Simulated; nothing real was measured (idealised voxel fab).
Process module in this document: voxel tone inversion
270 nm wide, 5 nm square cells: that's cross-section cut.
Cross-section format: a grid of square cells, given as bands from top to bottom; each band is one or more rows of cells.
Band entry format. Leading values: height of top, height of bottom, nm. Remainder: materials in left-to-right order, each with its width in nm. Special words: "full width" on a single material, which then fills the band edge to edge; "blank", empty space.
Heights are measured from 0, the level below which the as-received wafer is all one material; the lowest band has no bottom and continues downward, written as in "0 nm and below".
With a width like "30 to 40", each row of cells in the band differs from the next by the same amount, the top row carrying the first number and the bottom row the second.
Step marked "remains unaltered"? Then no cell in the cross-section changed in it.
The entry "Closed void list" lists the empty spaces that cover at least 8 cells and have no open path to the top. Each is written as width x height at distance, where the distance is measured from the left edge and all three values are in nm.
It should be noted that, on the line of a given step, the content following the step's settings is a remark produced by the simulator itself with respect to that step.
overlay nm: mask offset rightward from planned place, masked step; negative means leftward offset.
The following list gives the planned process steps
| 1 | RECEIVE with material Si |
| 2 | CONFORMAL_DEP with material SiCN, thk nm 5 |
| 3 | DIRECTIONAL_DEP with material aC, thk nm 20 |
| 4 | PATTERN with tone cover, mask id POSTS, material resist, width nm 20, pitch nm 50, thk nm 30, overlay nm 0 |
| 5 | DIRECTIONAL_ETCH with etch materials aC, depth nm 20 |
| 6 | STRIP with etch materials resist |
| 7 | FILL_DEP with material lowk, thk nm 5 |
| 8 | CMP with height nm 25 |
| 9 | STRIP with etch materials aC |
| 10 | CONFORMAL_DEP with material TiN, thk nm 5 |
| 11 | FILL_DEP with material Ru, thk nm 5 |
| 12 | CMP with height nm 25 |
| 13 | CONFORMAL_DEP with material SiN, thk nm 5 |
Received-state cross-section, reflecting completion of step 1
* 0 nm and below = Si full width
* Closed void list: none
What the wafer looks like in cross-section after this module, when it starts as shown above and follows the plan above but one mistake is made in running it
* 30 nm to 25 nm = SiN full width
* 25 nm to 10 nm = Ru 95 nm, then TiN 5 nm, then lowk 20 nm, then TiN 5 nm, then Ru 20 nm, then TiN 5 nm, then lowk 20 nm, then TiN 5 nm, then Ru 95 nm
* 10 nm to 5 nm = TiN 100 nm, then lowk 20 nm, then TiN 30 nm, then lowk 20 nm, then TiN 100 nm
* 5 nm to 0 nm = SiCN full width
* 0 nm and below = Si full width
* Closed void list: none
It is concluded that the wafer was processed incorrectly with respect to the plan, in that step 4 ran differently from the plan; actual operation with settings: PATTERN with tone open, mask id POSTS, material resist, width nm 20, pitch nm 50, thk nm 30, overlay nm 0
